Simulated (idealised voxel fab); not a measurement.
A process module follows: voxel spacer lines.
Square cell edge 5 nm, section width 245 nm, ID cut.
Throughout this document, each cross-section is represented as a grid of square cells and is presented as a sequence of bands enumerated from the top downward, where a band comprises one or more rows of cells. Band: top height; bottom height; in nm. Then, left to right: material with width in nm, for each material. "all across": a single material spanning edge to edge. "empty": empty space. For the purposes of this specification, 0 denotes the height below which the wafer in its as-received condition is composed wholly of one material, and the lowermost band, lacking a lower limit, extends downward without end, as expressed in "0 nm and below". Graded width ("30..40"): value in top row of band = first number; value in bottom row = second number; row-to-row change constant. Where a step carries "everything unchanged", the cross-section came out of it unchanged, cell for cell. "Closed void table" specifies each empty space that is not open to the top and that occupies no fewer than 8 cells, using the form width x height at distance, the distance measured from the left edge and all three quantities in nm. Anything after a step's settings on that line? It's the simulator's own note about the step. "overlay nm", when on a step's line for a step with a mask, measures how far to the right of its planned place the mask lay; a negative measure means to the left.
**Steps planned for the process**
1,RECEIVE,material Si
2,CONFORMAL_DEP,material Al2O3,thk nm 10
3,DIRECTIONAL_DEP,material TiN,thk nm 10
4,DIRECTIONAL_DEP,material aC,thk nm 20
5,PATTERN,tone cover,mask id MANDREL,material resist,width nm 20,pitch nm 70,thk nm 30,overlay nm 0
6,DIRECTIONAL_ETCH,etch materials aC,depth nm 20
7,STRIP,etch materials resist
8,CONFORMAL_DEP,material SiO2,thk nm 15
9,DIRECTIONAL_ETCH,etch materials SiO2,depth nm 15
10,STRIP,etch materials aC
11,DIRECTIONAL_ETCH,etch materials TiN,depth nm 10
12,STRIP,etch materials SiO2
**Cross-section of the wafer as it came to us, i.e., already through step 1**
0 nm and below: Si all across
Closed void table: none
**First of two wafers: cross-section at end of module, run per plan**
20 nm to 10 nm: empty=25; TiN=15; empty=20; TiN=15; empty=20; TiN=15; empty=20; TiN=15; empty=20; TiN=15; empty=20; TiN=15; empty=30
10 nm to 0 nm: Al2O3 all across
0 nm and below: Si all across
Closed void table: none
**Cross-sectional image of the second wafer of the two following completion of the module. Starting state and process plan were the same as for the first wafer; one execution error occurred**
20 nm to 10 nm: empty=20; TiN=15; empty=20; TiN=15; empty=20; TiN=15; empty=20; TiN=15; empty=20; TiN=15; empty=20; TiN=15; empty=35
10 nm to 0 nm: Al2O3 all across
0 nm and below: Si all across
Closed void table: none
What was the processing mistake? the process deviated at step 5: the operation and settings actually run there were PATTERN,tone cover,mask id MANDREL,material resist,width nm 20,pitch nm 70,thk nm 30,overlay nm -5
So at the finish, the second wafer's got exactly as many cells of each material as the first, just not in the same spots.
